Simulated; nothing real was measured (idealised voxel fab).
The following process module bears the name voxel trench capacitor.
The width of the displayed cross-section, cut, is 240 nm; its cells are square, with a size of 5 nm.
Bands, listed from the top down, are how a cross-section gets written in this document; the cross-section itself is a grid of square cells, and a band is one or more rows of them. Within each band entry, the heights of the top and of the bottom of the band appear first, in that order and in nm; the materials of the band then follow from left to right, each with its corresponding width in nm. The designation "everywhere" on a single material indicates that it fills the band from edge to edge; the designation "air" indicates empty space. It should be noted that heights are counted from 0, beneath which the wafer as supplied is of one material throughout, and that the lowest band possesses no lower boundary but continues downward, as written in "0 down". A width such as "30..40" changes by the same amount from each row of cells to the next, from the band's top row to its bottom row. Given "no modification" for a step, no cell of the cross-section differs between before and after that step. What "Fully sealed cavities" gives you is every empty space of 8 cells or more that is cut off from the top. Each appears as width x height at distance, with the distance taken from the left edge and width, height and distance all in nm. Read whatever lies past the settings on a step's line as the simulator's own remark about the step. "overlay nm" answers the question of how far to the right of plan the mask lay on a step that has a mask, and when it is negative the answer is to the left.
[Steps in the process plan]
step 1: RECEIVE with material Si
step 2: CONFORMAL_DEP with material SiN, thk nm 10
step 3: MASKED_ETCH with tone open, mask id TRENCH, width nm 30, pitch nm 60, etch materials SiN, depth nm 10, overlay nm -15
step 4: MASKED_ETCH with tone open, mask id TRENCH, width nm 30, pitch nm 60, etch materials Si, depth nm 30, overlay nm 0
step 5: CONFORMAL_DEP with material Al2O3, thk nm 5
step 6: CONFORMAL_DEP with material TiN, thk nm 5
step 7: FILL_DEP with material W, thk nm 10
step 8: CMP with height nm 10
Where the wafers of this document differ is in the overlay nm of step 3; they start out the same, and the plan states the value that applied to the first wafer.
[Cut through the first of several wafers as received, post step 1]
    0 down: Si everywhere
    Fully sealed cavities: none
[Once step 8, the last step, is complete, the module is at its end; this is the cross-section of the first of several wafers]
    10 to 0: SiN: 30 | Al2O3: 5..20 | TiN: 20..5 | Al2O3: 5 | SiN: 30 | Al2O3: 5..20 | TiN: 20..5 | Al2O3: 5 | SiN: 30 | Al2O3: 5..20 | TiN: 20..5 | Al2O3: 5 | SiN: 60
    0 to -25: Si: 45 | Al2O3: 5 | TiN: 5 | Al2O3: 5 | Si: 45 | Al2O3: 5 | TiN: 5 | Al2O3: 5 | Si: 45 | Al2O3: 5 | TiN: 5 | Al2O3: 5 | Si: 60
    -25 to -30: Si: 45 | Al2O3: 15 | Si: 45 | Al2O3: 15 | Si: 45 | Al2O3: 15 | Si: 60
    -30 down: Si everywhere
    Fully sealed cavities: none
[Cross-sectional view of the final wafer of several at the module's end]
    10 to 0: SiN: 60 | Al2O3: 5 | TiN: 20..5 | Al2O3: 5..20 | SiN: 30 | Al2O3: 5 | TiN: 20..5 | Al2O3: 5..20 | SiN: 30 | Al2O3: 5 | TiN: 20..5 | Al2O3: 5..20 | SiN: 30
    0 to -25: Si: 60 | Al2O3: 5 | TiN: 5 | Al2O3: 5 | Si: 45 | Al2O3: 5 | TiN: 5 | Al2O3: 5 | Si: 45 | Al2O3: 5 | TiN: 5 | Al2O3: 5 | Si: 45
    -25 to -30: Si: 60 | Al2O3: 15 | Si: 45 | Al2O3: 15 | Si: 45 | Al2O3: 15 | Si: 45
    -30 down: Si everywhere
    Fully sealed cavities: none
[Wafer rows, end of module: cells per material gained (+) or lost (-) since receipt; closed voids last]
overlay nm -15 | +60 Al2O3 | -54 Si | +60 SiN | +30 TiN | Fully sealed cavities: none
overlay nm -10 | +60 Al2O3 | -72 Si | +60 SiN | +48 TiN | Fully sealed cavities: none
overlay nm -5 | +60 Al2O3 | -90 Si | +60 SiN | +48 TiN | +18 W | Fully sealed cavities: none
overlay nm 0 | +60 Al2O3 | -108 Si | +60 SiN | +48 TiN | +36 W | Fully sealed cavities: none
overlay nm 5 | +60 Al2O3 | -90 Si | +60 SiN | +48 TiN | +18 W | Fully sealed cavities: none
overlay nm 10 | +60 Al2O3 | -72 Si | +60 SiN | +48 TiN | Fully sealed cavities: none
overlay nm 15 | +60 Al2O3 | -54 Si | +60 SiN | +30 TiN | Fully sealed cavities: none
